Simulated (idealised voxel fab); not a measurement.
process module | voxel self aligned contacts
cross-section cut | 205 nm wide | cells 5 nm
A cross-section is a grid of square cells, given in bands from the top down. A band is one or more rows of cells.
Each band's line starts with the height of the band's top and of its bottom, in nm. Then come its materials from left to right, each with its width in nm. One material with "throughout" fills the band from edge to edge. "air" is empty space.
Height 0 is the level under which the wafer as received is all one material. The lowest band goes on downwards, as in "0 down".
A width such as "30 to 40" changes by the same amount from each row of cells to the next, from the band's top row to its bottom row.
"no change" after a step means that no cell of the cross-section changed.
closed voids: empty space of 8 cells or more with no open way to the top, each as width x height at its distance from the left edge, in nm
after a step's settings: what the simulator itself notes on the step
overlay nm, on a step with a mask: how far to the right of its planned place the mask lay; to the left if negative
plan
1 op RECEIVE | material Si
2 op CONFORMAL_DEP | material SiO2 | thk nm 5
3 op DIRECTIONAL_DEP | material polySi | thk nm 20
4 op DIRECTIONAL_DEP | material SiN | thk nm 20
5 op MASKED_ETCH | tone cover | mask id GATE | width nm 25 | pitch nm 50 | etch materials SiN | depth nm 20 | overlay nm 0
6 op MASKED_ETCH | tone cover | mask id GATE | width nm 25 | pitch nm 50 | etch materials polySi | depth nm 20 | overlay nm 0
7 op CONFORMAL_DEP | material SiN | thk nm 5
8 op DIRECTIONAL_ETCH | etch materials SiN | depth nm 5
9 op FILL_DEP | material SiO2 | thk nm 15
10 op CMP | height nm 50
11 op PATTERN | tone open | mask id CONTACT | material resist | width nm 35 | pitch nm 50 | thk nm 15 | overlay nm 0
12 op DIRECTIONAL_ETCH | etch materials SiO2 | depth nm 50
13 op STRIP | etch materials resist
14 op CONFORMAL_DEP | material TiN | thk nm 5
15 op FILL_DEP | material W | thk nm 10
16 op CMP | height nm 50
17 op CONFORMAL_DEP | material SiCN | thk nm 5
varied across the wafers: depth nm of step 8. The plan shows the first wafer's value. All wafers start alike
first wafer as received, after step 1
  0 down: Si throughout
  closed voids: none
first wafer at the end, after step 17
  55 to 50: SiCN throughout
  50 to 45: SiO2 60 | TiN 15 | W 5 | TiN 15 | SiO2 15 | TiN 15 | W 5 | TiN 15 | SiO2 60
  45 to 25: SiO2 35 | SiN 35 | TiN 5 | W 5 | TiN 5 | SiN 35 | TiN 5 | W 5 | TiN 5 | SiN 35 | SiO2 35
  25 to 5: SiO2 35 | SiN 5 | polySi 25 | SiN 5 | TiN 5 | W 5 | TiN 5 | SiN 5 | polySi 25 | SiN 5 | TiN 5 | W 5 | TiN 5 | SiN 5 | polySi 25 | SiN 5 | SiO2 35
  5 to 0: SiO2 70 | TiN 15 | SiO2 35 | TiN 15 | SiO2 70
  0 down: Si throughout
  closed voids: none
last wafer at the end
  55 to 50: SiCN throughout
  50 to 40: SiO2 60 | TiN 5 | W 25 | TiN 5 | SiO2 15 | TiN 5 | W 25 | TiN 5 | SiO2 60
  40 to 35: SiO2 60 | TiN 15 | W 5 | TiN 15 | SiO2 15 | TiN 15 | W 5 | TiN 15 | SiO2 60
  35 to 25: SiO2 35 | SiN 35 | TiN 5 | W 5 | TiN 5 | SiN 35 | TiN 5 | W 5 | TiN 5 | SiN 35 | SiO2 35
  25 to 5: SiO2 35 | SiN 5 | polySi 25 | SiN 5 | TiN 5 | W 5 | TiN 5 | SiN 5 | polySi 25 | SiN 5 | TiN 5 | W 5 | TiN 5 | SiN 5 | polySi 25 | SiN 5 | SiO2 35
  5 to 0: SiO2 70 | TiN 15 | SiO2 35 | TiN 15 | SiO2 70
  0 down: Si throughout
  closed voids: none
each wafer at the end: cells of each material gained (+) or lost (-) since it was received, then its closed voids
depth nm 5 | +41 SiCN | +108 SiN | +174 SiO2 | +50 TiN | +18 W | +60 polySi | closed voids: none
depth nm 10 | +41 SiCN | +87 SiN | +187 SiO2 | +50 TiN | +26 W | +60 polySi | closed voids: none
depth nm 15 | +41 SiCN | +66 SiN | +200 SiO2 | +50 TiN | +34 W | +60 polySi | closed voids: none
